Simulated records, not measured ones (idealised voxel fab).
You're looking at the process module voxel ribs on slabs.
cross-section cut | 155 nm wide | cells 5 nm
Bands, listed from the top down, are how a cross-section gets written in this document; the cross-section itself is a grid of square cells, and a band is one or more rows of them. Top, bottom (nm), then materials left to right with widths (nm); lone material tagged "throughout" fills the whole band edge to edge; "empty" = empty space. Below 0: as-received wafer, all one material; heights counted from there. Lowest band: no bottom, goes on down, written "0 nm and below". Read "30..40" as a graded width: first number on top, second number at the bottom, same change between each pair of neighbouring rows. It should be understood that the words "no alteration", when stated for a given step, signify that the cross-section underwent no change in any of its cells during that step. Entrapped voids: empty space of 8 cells or more with no open way to the top, each as width x height at its distance from the left edge, in nm. What comes after the settings on a step's line is commentary from the simulator itself on that step. "overlay nm" answers the question of how far to the right of plan the mask lay on a step that has a mask, and when it is negative the answer is to the left.

-- Planned process steps
| 1 | RECEIVE,material Si |
| 2 | DIRECTIONAL_DEP,material SiO2,thk nm 30 |
| 3 | DIRECTIONAL_DEP,material polySi,thk nm 25 |
| 4 | PATTERN,tone cover,mask id RIB,material resist,width nm 30,thk nm 15,overlay nm 0 |
| 5 | DIRECTIONAL_ETCH,etch materials polySi,depth nm 10 |
| 6 | STRIP,etch materials resist |
| 7 | MASKED_ETCH,tone cover,mask id SLAB,width nm 60,etch materials polySi,depth nm 15,overlay nm 0 |
| 8 | FILL_DEP,material SiO2,thk nm 25 |
| 9 | CMP,height nm 70 |
| 10 | DIRECTIONAL_DEP,material W,thk nm 10 |
| 11 | PATTERN,tone cover,mask id HEATER,material resist,width nm 40,thk nm 15,overlay nm 0 |
| 12 | DIRECTIONAL_ETCH,etch materials W,depth nm 10 |
| 13 | STRIP,etch materials resist |
| 14 | CONFORMAL_DEP,material SiO2,thk nm 10 |

-- Wafer cross-section on receipt, i.e. after step 1
0 nm and below: Si throughout
Entrapped voids: none

-- The first of two wafers, cross-sectioned at the end of the module, with the run proceeding as planned
90 nm to 80 nm: 45 nm empty / 60 nm SiO2 / 50 nm empty
80 nm to 70 nm: 55 nm SiO2 / 40 nm W / 60 nm SiO2
70 nm to 55 nm: SiO2 throughout
55 nm to 45 nm: 60 nm SiO2 / 30 nm polySi / 65 nm SiO2
45 nm to 30 nm: 45 nm SiO2 / 60 nm polySi / 50 nm SiO2
30 nm to 0 nm: SiO2 throughout
0 nm and below: Si throughout
Entrapped voids: none

-- Second of two wafers, module complete, sectioned: it shares the first wafer's start and plan but was run with one mistake
90 nm to 80 nm: 45 nm empty / 60 nm SiO2 / 50 nm empty
80 nm to 70 nm: 55 nm SiO2 / 40 nm W / 60 nm SiO2
70 nm to 55 nm: SiO2 throughout
55 nm to 45 nm: 60 nm SiO2 / 30 nm polySi / 65 nm SiO2
45 nm to 40 nm: 45 nm SiO2 / 60 nm polySi / 50 nm SiO2
40 nm to 30 nm: polySi throughout
30 nm to 0 nm: SiO2 throughout
0 nm and below: Si throughout
Entrapped voids: none
Nonconformance to the process plan: step 7 was processed under conditions differing from the plan, specifically as MASKED_ETCH,tone cover,mask id SLAB,width nm 60,etch materials polySi,depth nm 5,overlay nm 0
End of process, cell counts, second wafer against first, materials with more or fewer: SiO2: 38 fewer; polySi: 38 more
